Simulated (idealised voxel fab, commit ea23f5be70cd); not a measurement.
process module | voxel self aligned contacts
cross-section cut | 230 nm wide | cells 5 nm
A cross-section is a grid of square cells, given in bands from the top down. A band is one or more rows of cells.
Each band's line starts with the height of the band's top and of its bottom, in nm. Then come its materials from left to right, each with its width in nm. One material with "throughout" fills the band from edge to edge. "air" is empty space.
Height 0 is the level under which the wafer as received is all one material. The lowest band goes on downwards, as in "0 down".
A width such as "30 to 40" changes by the same amount from each row of cells to the next, from the band's top row to its bottom row.
"no change" after a step means that no cell of the cross-section changed.
closed voids: empty space of 8 cells or more with no open way to the top, each as width x height at its distance from the left edge, in nm
after a step's settings: what the simulator itself notes on the step
overlay nm, on a step with a mask: how far to the right of its planned place the mask lay; to the left if negative
plan
1 op RECEIVE | material Si
2 op OXIDIZE | depth nm 5
3 op DIRECTIONAL_DEP | material polySi | thk nm 30
4 op DIRECTIONAL_DEP | material SiN | thk nm 20
5 op MASKED_ETCH | tone cover | mask id GATE | width nm 30 | pitch nm 75 | etch materials SiN | depth nm 20 | overlay nm 0
6 op MASKED_ETCH | tone cover | mask id GATE | width nm 30 | pitch nm 75 | etch materials polySi | depth nm 30 | overlay nm 0
7 op CONFORMAL_DEP | material SiN | thk nm 10
8 op DIRECTIONAL_ETCH | etch materials SiN | depth nm 10
9 op FILL_DEP | material SiO2 | thk nm 15
10 op CMP | height nm 55
11 op DIRECTIONAL_DEP | material aC | thk nm 15
12 op PATTERN | tone open | mask id CONTACT | material resist | width nm 55 | pitch nm 75 | thk nm 35 | overlay nm 0
13 op DIRECTIONAL_ETCH | etch materials aC | depth nm 15
14 op STRIP | etch materials resist
15 op DIRECTIONAL_ETCH | etch materials SiO2 | depth nm 60
16 op STRIP | etch materials aC
17 op CONFORMAL_DEP | material TiN | thk nm 5
18 op FILL_DEP | material Ru | thk nm 5
19 op CMP | height nm 55
20 op CONFORMAL_DEP | material SiCN | thk nm 5
as received, after step 1
  0 down: Si throughout
  closed voids: none
a wafer at the end: this start, this plan, one mistake
  60 to 55: SiCN throughout
  55 to 50: SiO2 50 | TiN 25 | Ru 10 | TiN 20 | SiO2 20 | TiN 25 | Ru 10 | TiN 20 | SiO2 50
  50 to 30: SiO2 15 | SiN 55 | TiN 5 | Ru 10 | TiN 5 | SiN 55 | TiN 5 | Ru 10 | TiN 5 | SiN 55 | SiO2 10
  30 to 0: SiO2 15 | SiN 10 | polySi 35 | SiN 10 | TiN 5 | Ru 10 | TiN 5 | SiN 10 | polySi 35 | SiN 10 | TiN 5 | Ru 10 | TiN 5 | SiN 10 | polySi 35 | SiN 10 | SiO2 10
  0 to -5: SiO2 70 | TiN 20 | SiO2 55 | TiN 20 | SiO2 65
  -5 down: Si throughout
  closed voids: none
what went wrong: step 5 ran as: op MASKED_ETCH | tone cover | mask id GATE | width nm 35 | pitch nm 75 | etch materials SiN | depth nm 20 | overlay nm 0
